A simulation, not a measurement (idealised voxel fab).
Process module heading - voxel wiring stack
The cross-section shown here is cut; it is 285 nm wide and divided into square cells measuring 5 nm on a side.
Think of the cross-section as a grid of square cells. We describe it in bands, top to bottom, and each band covers one or more rows of those cells.
Per band: top height and bottom height in nm, followed by the left-to-right materials and their widths in nm; "full width" marks a single material spanning edge to edge, "blank" marks empty space.
We count height from 0. Below that, the starting wafer is all one material. The lowest band never ends at the bottom but goes on down; see "0 and below" for how that is written.
Per-row width for "30 to 40": begins at first number (top row of band), ends at second number (bottom row), increment between rows held constant.
The cross-section has no changed cell in any step marked "same as before".
The list in "Closed void catalog" covers empty spaces of 8 cells or more that cannot reach the top through any open way, and it gives each as width x height at distance; the distance is from the left edge, and width, height and distance are in nm.
On each step's line, the part that comes after the settings is the simulator's own comment on the step.
"overlay nm", when on a step's line for a step with a mask, measures how far to the right of its planned place the mask lay; a negative measure means to the left.

THIS SECTION LISTS THE PROCESS STEPS THAT WERE PLANNED
1,RECEIVE, material Si
2,CONFORMAL_DEP, material SiO2, thk nm 15
3,CONFORMAL_DEP, material SiN, thk nm 5
4,DIRECTIONAL_DEP, material SiO2, thk nm 20
5,PATTERN, tone open, mask id METAL_1, material resist, width nm 20, pitch nm 45, thk nm 20, overlay nm 0
6,DIRECTIONAL_ETCH, etch materials SiO2, depth nm 20
7,DIRECTIONAL_ETCH, etch materials SiN, depth nm 5
8,STRIP, etch materials resist
9,CONFORMAL_DEP, material TiN, thk nm 5
10,FILL_DEP, material Cu, thk nm 10
11,CMP, height nm 40
12,CONFORMAL_DEP, material SiCN, thk nm 5
13,DIRECTIONAL_DEP, material lowk, thk nm 15
14,DIRECTIONAL_DEP, material aC, thk nm 10
15,PATTERN, tone open, mask id PLUG_1, material resist, width nm 15, pitch nm 90, thk nm 30, overlay nm 0
16,DIRECTIONAL_ETCH, etch materials aC, depth nm 10
17,STRIP, etch materials resist
18,DIRECTIONAL_ETCH, etch materials lowk, depth nm 15
19,DIRECTIONAL_ETCH, etch materials SiCN, depth nm 5
20,STRIP, etch materials aC
21,CONFORMAL_DEP, material TiN, thk nm 5
22,FILL_DEP, material Ru, thk nm 5
23,CMP, height nm 60
24,CONFORMAL_DEP, material SiCN, thk nm 5
25,DIRECTIONAL_DEP, material lowk, thk nm 15
26,MASKED_ETCH, tone open, mask id METAL_2, width nm 20, pitch nm 45, etch materials lowk, depth nm 15, overlay nm 0
27,MASKED_ETCH, tone open, mask id METAL_2, width nm 20, pitch nm 45, etch materials SiCN, depth nm 5, overlay nm 0
28,CONFORMAL_DEP, material TiN, thk nm 5
29,FILL_DEP, material Cu, thk nm 5
30,CMP, height nm 80
31,EPI, material Ru, thk nm 5
32,FILL_DEP, material SiCN, thk nm 5

SO THIS IS THE INCOMING WAFER IN CROSS-SECTION - IT'S ALREADY BEEN THROUGH STEP 1
* 0 and below  Si full width
* Closed void catalog: none

WAFER AT MODULE END, IN SECTION. BEGAN AS ABOVE, PLANNED AS ABOVE, RUN WITH ONE MISTAKE
* 90 down to 85  SiCN full width
* 85 down to 80  SiCN 80, then Ru 30, then SiCN 15, then Ru 30, then SiCN 15, then Ru 30, then SiCN 85
* 80 down to 70  lowk 85, then TiN 5, then Cu 10, then TiN 5, then lowk 25, then TiN 5, then Cu 10, then TiN 5, then lowk 25, then TiN 5, then Cu 10, then TiN 5, then lowk 90
* 70 down to 65  lowk 85, then TiN 20, then lowk 25, then TiN 20, then lowk 25, then TiN 20, then lowk 90
* 65 down to 60  SiCN 95, then TiN 10, then SiCN 35, then TiN 10, then SiCN 35, then TiN 10, then SiCN 90
* 60 down to 45  lowk 85, then TiN 5, then Ru 5, then TiN 5, then lowk 75, then TiN 5, then Ru 5, then TiN 5, then lowk 95
* 45 down to 40  SiCN 85, then TiN 15, then SiCN 75, then TiN 15, then SiCN 95
* 40 down to 20  SiO2 85, then TiN 5, then Cu 10, then TiN 5, then SiO2 25, then TiN 5, then Cu 10, then TiN 5, then SiO2 25, then TiN 5, then Cu 10, then TiN 5, then SiO2 90
* 20 down to 15  SiN 85, then TiN 20, then SiN 25, then TiN 20, then SiN 25, then TiN 20, then SiN 90
* 15 down to 0  SiO2 full width
* 0 and below  Si full width
* Closed void catalog: none
Deviation from plan: heads up, step 27 didn't go per plan, it actually ran as MASKED_ETCH, tone open, mask id METAL_2, width nm 20, pitch nm 45, etch materials SiCN, depth nm 5, overlay nm 10
